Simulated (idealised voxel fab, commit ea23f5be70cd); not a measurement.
This section sets out a process module, namely voxel fin reveal.
Section shown: cut. Width: 245 nm. Cell size: 5 nm, square.
Format of a cross-section: grid, square cells. Given as bands. Order: top down. Band: one or more rows of cells. Band: top and bottom heights (nm) first, top before bottom; then materials from left to right, widths in nm. "everywhere" marks a sole material filling the band edge to edge. "empty" denotes empty space. Ref level 0: as-received wafer is one material below here. Bottom band extends down with no lower bound ("0..down"). So if you see something like "30->40" for the width, read it as the top row of the band sitting at the first number and the bottom row at the second, with every row in between moving by the same amount as the last. "remained unchanged" -> step changed no cross-section cell. Empty spaces without an open route to the top, at least 8 cells in extent, make up the entry "Unvented internal voids"; each is given as width x height at distance, where the distance is measured from the left edge, and all are in nm. Where a step's line continues beyond its settings, the continuation is a remark by the simulator itself on that step. "overlay nm" on a masked step: distance the mask lay right of its planned place, negative for left.
LISTED BELOW ARE THE PROCESS STEPS AS PLANNED
- 1: RECEIVE (material Si)
- 2: CONFORMAL_DEP (material SiN; thk nm 10)
- 3: PATTERN (tone cover; mask id FINS; material resist; width nm 15; pitch nm 45; thk nm 15; overlay nm 0)
- 4: DIRECTIONAL_ETCH (etch materials SiN; depth nm 10)
- 5: DIRECTIONAL_ETCH (etch materials Si; depth nm 35)
- 6: STRIP (etch materials resist)
- 7: OXIDIZE (depth nm 5)
- 8: FILL_DEP (material SiO2; thk nm 5)
- 9: CMP (height nm 10)
- 10: SELECTIVE_ETCH (etch materials SiO2; depth nm 25)
- 11: STRIP (etch materials SiN)
- 12: CONFORMAL_DEP (material SiO2; thk nm 5)
THE FIRST WAFER OF TWO, PROCESSED AS PLANNED
AS RECEIVED, AFTER STEP 1
> 0..down | Si everywhere
> Unvented internal voids: none
AFTER STEP 2: WAFER CROSS-SECTION
> 10..0 | SiN everywhere
> Rest of section, below 0: as before.
AFTER STEP 3: WAFER CROSS-SECTION
> 25..10 | 45 nm empty / 15 nm resist / 30 nm empty / 15 nm resist / 30 nm empty / 15 nm resist / 30 nm empty / 15 nm resist / 50 nm empty
> Rest of section, below 10: as before.
AFTER STEP 4: WAFER CROSS-SECTION
> 25..10 | 45 nm empty / 15 nm resist / 30 nm empty / 15 nm resist / 30 nm empty / 15 nm resist / 30 nm empty / 15 nm resist / 50 nm empty
> 10..0 | 45 nm empty / 15 nm SiN / 30 nm empty / 15 nm SiN / 30 nm empty / 15 nm SiN / 30 nm empty / 15 nm SiN / 50 nm empty
> Rest of section, below 0: as before.
AFTER STEP 5: WAFER CROSS-SECTION
> 25..10 | 45 nm empty / 15 nm resist / 30 nm empty / 15 nm resist / 30 nm empty / 15 nm resist / 30 nm empty / 15 nm resist / 50 nm empty
> 10..0 | 45 nm empty / 15 nm SiN / 30 nm empty / 15 nm SiN / 30 nm empty / 15 nm SiN / 30 nm empty / 15 nm SiN / 50 nm empty
> 0..-35 | 45 nm empty / 15 nm Si / 30 nm empty / 15 nm Si / 30 nm empty / 15 nm Si / 30 nm empty / 15 nm Si / 50 nm empty
> Rest of section, below -35: as before.
AFTER STEP 6: WAFER CROSS-SECTION
> 10..0 | 45 nm empty / 15 nm SiN / 30 nm empty / 15 nm SiN / 30 nm empty / 15 nm SiN / 30 nm empty / 15 nm SiN / 50 nm empty
> Rest of section, below 0: as before.
AFTER STEP 7: WAFER CROSS-SECTION
> 10..0 | 45 nm empty / 15 nm SiN / 30 nm empty / 15 nm SiN / 30 nm empty / 15 nm SiN / 30 nm empty / 15 nm SiN / 50 nm empty
> 0..-35 | 45 nm empty / 5 nm SiO2 / 5 nm Si / 5 nm SiO2 / 30 nm empty / 5 nm SiO2 / 5 nm Si / 5 nm SiO2 / 30 nm empty / 5 nm SiO2 / 5 nm Si / 5 nm SiO2 / 30 nm empty / 5 nm SiO2 / 5 nm Si / 5 nm SiO2 / 50 nm empty
> -35..-40 | 50 nm SiO2 / 5 nm Si / 40 nm SiO2 / 5 nm Si / 40 nm SiO2 / 5 nm Si / 40 nm SiO2 / 5 nm Si / 55 nm SiO2
> Rest of section, below -40: as before.
AFTER STEP 8: WAFER CROSS-SECTION
> 15..10 | SiO2 everywhere
> 10..0 | 45 nm SiO2 / 15 nm SiN / 30 nm SiO2 / 15 nm SiN / 30 nm SiO2 / 15 nm SiN / 30 nm SiO2 / 15 nm SiN / 50 nm SiO2
> 0..-40 | 50 nm SiO2 / 5 nm Si / 40 nm SiO2 / 5 nm Si / 40 nm SiO2 / 5 nm Si / 40 nm SiO2 / 5 nm Si / 55 nm SiO2
> Rest of section, below -40: as before.
AFTER STEP 9: WAFER CROSS-SECTION
> 10..0 | 45 nm SiO2 / 15 nm SiN / 30 nm SiO2 / 15 nm SiN / 30 nm SiO2 / 15 nm SiN / 30 nm SiO2 / 15 nm SiN / 50 nm SiO2
> Rest of section, below 0: as before.
AFTER STEP 10: WAFER CROSS-SECTION
> 10..0 | 45 nm empty / 15 nm SiN / 30 nm empty / 15 nm SiN / 30 nm empty / 15 nm SiN / 30 nm empty / 15 nm SiN / 50 nm empty
> 0..-15 | 50 nm empty / 5 nm Si / 40 nm empty / 5 nm Si / 40 nm empty / 5 nm Si / 40 nm empty / 5 nm Si / 55 nm empty
> Rest of section, below -15: as before.
AFTER STEP 11: WAFER CROSS-SECTION
> 0..-15 | 50 nm empty / 5 nm Si / 40 nm empty / 5 nm Si / 40 nm empty / 5 nm Si / 40 nm empty / 5 nm Si / 55 nm empty
> Rest of section, below -15: as before.
AFTER STEP 12: WAFER CROSS-SECTION
> 5..0 | 45 nm empty / 15 nm SiO2 / 30 nm empty / 15 nm SiO2 / 30 nm empty / 15 nm SiO2 / 30 nm empty / 15 nm SiO2 / 50 nm empty
> 0..-10 | 45 nm empty / 5 nm SiO2 / 5 nm Si / 5 nm SiO2 / 30 nm empty / 5 nm SiO2 / 5 nm Si / 5 nm SiO2 / 30 nm empty / 5 nm SiO2 / 5 nm Si / 5 nm SiO2 / 30 nm empty / 5 nm SiO2 / 5 nm Si / 5 nm SiO2 / 50 nm empty
> -10..-40 | 50 nm SiO2 / 5 nm Si / 40 nm SiO2 / 5 nm Si / 40 nm SiO2 / 5 nm Si / 40 nm SiO2 / 5 nm Si / 55 nm SiO2
> Rest of section, below -40: as before.
SECOND WAFER: LIKE START, LIKE PLAN, ONE MISTAKE. THROUGH STEP 2 IT MATCHES THE FIRST WAFER
THE SECOND WAFER CUT THROUGH, AT THE TIME STEP 3 WAS SUPPOSED TO BE FINISHED
> 25..10 | 45 nm resist / 15 nm empty / 30 nm resist / 15 nm empty / 30 nm resist / 15 nm empty / 30 nm resist / 15 nm empty / 50 nm resist
> Rest of section, below 10: as before.
THE SECOND WAFER CUT THROUGH, AT THE TIME STEP 4 WAS SUPPOSED TO BE FINISHED
> 25..10 | 45 nm resist / 15 nm empty / 30 nm resist / 15 nm empty / 30 nm resist / 15 nm empty / 30 nm resist / 15 nm empty / 50 nm resist
> 10..0 | 45 nm SiN / 15 nm empty / 30 nm SiN / 15 nm empty / 30 nm SiN / 15 nm empty / 30 nm SiN / 15 nm empty / 50 nm SiN
> Rest of section, below 0: as before.
THE SECOND WAFER CUT THROUGH, AT THE TIME STEP 5 WAS SUPPOSED TO BE FINISHED
> 25..10 | 45 nm resist / 15 nm empty / 30 nm resist / 15 nm empty / 30 nm resist / 15 nm empty / 30 nm resist / 15 nm empty / 50 nm resist
> 10..0 | 45 nm SiN / 15 nm empty / 30 nm SiN / 15 nm empty / 30 nm SiN / 15 nm empty / 30 nm SiN / 15 nm empty / 50 nm SiN
> 0..-35 | 45 nm Si / 15 nm empty / 30 nm Si / 15 nm empty / 30 nm Si / 15 nm empty / 30 nm Si / 15 nm empty / 50 nm Si
> Rest of section, below -35: as before.
THE SECOND WAFER CUT THROUGH, AT THE TIME STEP 6 WAS SUPPOSED TO BE FINISHED
> 10..0 | 45 nm SiN / 15 nm empty / 30 nm SiN / 15 nm empty / 30 nm SiN / 15 nm empty / 30 nm SiN / 15 nm empty / 50 nm SiN
> Rest of section, below 0: as before.
THE SECOND WAFER CUT THROUGH, AT THE TIME STEP 7 WAS SUPPOSED TO BE FINISHED
> 10..0 | 45 nm SiN / 15 nm empty / 30 nm SiN / 15 nm empty / 30 nm SiN / 15 nm empty / 30 nm SiN / 15 nm empty / 50 nm SiN
> 0..-35 | 40 nm Si / 5 nm SiO2 / 15 nm empty / 5 nm SiO2 / 20 nm Si / 5 nm SiO2 / 15 nm empty / 5 nm SiO2 / 20 nm Si / 5 nm SiO2 / 15 nm empty / 5 nm SiO2 / 20 nm Si / 5 nm SiO2 / 15 nm empty / 5 nm SiO2 / 45 nm Si
> -35..-40 | 40 nm Si / 25 nm SiO2 / 20 nm Si / 25 nm SiO2 / 20 nm Si / 25 nm SiO2 / 20 nm Si / 25 nm SiO2 / 45 nm Si
> Rest of section, below -40: as before.
THE SECOND WAFER CUT THROUGH, AT THE TIME STEP 8 WAS SUPPOSED TO BE FINISHED
> 15..10 | SiO2 everywhere
> 10..0 | 45 nm SiN / 15 nm SiO2 / 30 nm SiN / 15 nm SiO2 / 30 nm SiN / 15 nm SiO2 / 30 nm SiN / 15 nm SiO2 / 50 nm SiN
> 0..-40 | 40 nm Si / 25 nm SiO2 / 20 nm Si / 25 nm SiO2 / 20 nm Si / 25 nm SiO2 / 20 nm Si / 25 nm SiO2 / 45 nm Si
> Rest of section, below -40: as before.
THE SECOND WAFER CUT THROUGH, AT THE TIME STEP 9 WAS SUPPOSED TO BE FINISHED
> 10..0 | 45 nm SiN / 15 nm SiO2 / 30 nm SiN / 15 nm SiO2 / 30 nm SiN / 15 nm SiO2 / 30 nm SiN / 15 nm SiO2 / 50 nm SiN
> Rest of section, below 0: as before.
THE SECOND WAFER CUT THROUGH, AT THE TIME STEP 10 WAS SUPPOSED TO BE FINISHED
> 10..0 | 45 nm SiN / 15 nm empty / 30 nm SiN / 15 nm empty / 30 nm SiN / 15 nm empty / 30 nm SiN / 15 nm empty / 50 nm SiN
> 0..-15 | 40 nm Si / 25 nm empty / 20 nm Si / 25 nm empty / 20 nm Si / 25 nm empty / 20 nm Si / 25 nm empty / 45 nm Si
> Rest of section, below -15: as before.
THE SECOND WAFER CUT THROUGH, AT THE TIME STEP 11 WAS SUPPOSED TO BE FINISHED
> 0..-15 | 40 nm Si / 25 nm empty / 20 nm Si / 25 nm empty / 20 nm Si / 25 nm empty / 20 nm Si / 25 nm empty / 45 nm Si
> Rest of section, below -15: as before.
THE SECOND WAFER CUT THROUGH, AT THE TIME STEP 12 WAS SUPPOSED TO BE FINISHED
> 5..0 | 45 nm SiO2 / 15 nm empty / 30 nm SiO2 / 15 nm empty / 30 nm SiO2 / 15 nm empty / 30 nm SiO2 / 15 nm empty / 50 nm SiO2
> 0..-10 | 40 nm Si / 5 nm SiO2 / 15 nm empty / 5 nm SiO2 / 20 nm Si / 5 nm SiO2 / 15 nm empty / 5 nm SiO2 / 20 nm Si / 5 nm SiO2 / 15 nm empty / 5 nm SiO2 / 20 nm Si / 5 nm SiO2 / 15 nm empty / 5 nm SiO2 / 45 nm Si
> -10..-40 | 40 nm Si / 25 nm SiO2 / 20 nm Si / 25 nm SiO2 / 20 nm Si / 25 nm SiO2 / 20 nm Si / 25 nm SiO2 / 45 nm Si
> Rest of section, below -40: as before.
Diagnosis: step 3 changed vs plan, executed as PATTERN (tone open; mask id FINS; material resist; width nm 15; pitch nm 45; thk nm 15; overlay nm 0)
The closing comparison, in cells, has the second wafer with more or fewer of some materials than the first: +200 Si, -125 SiO2
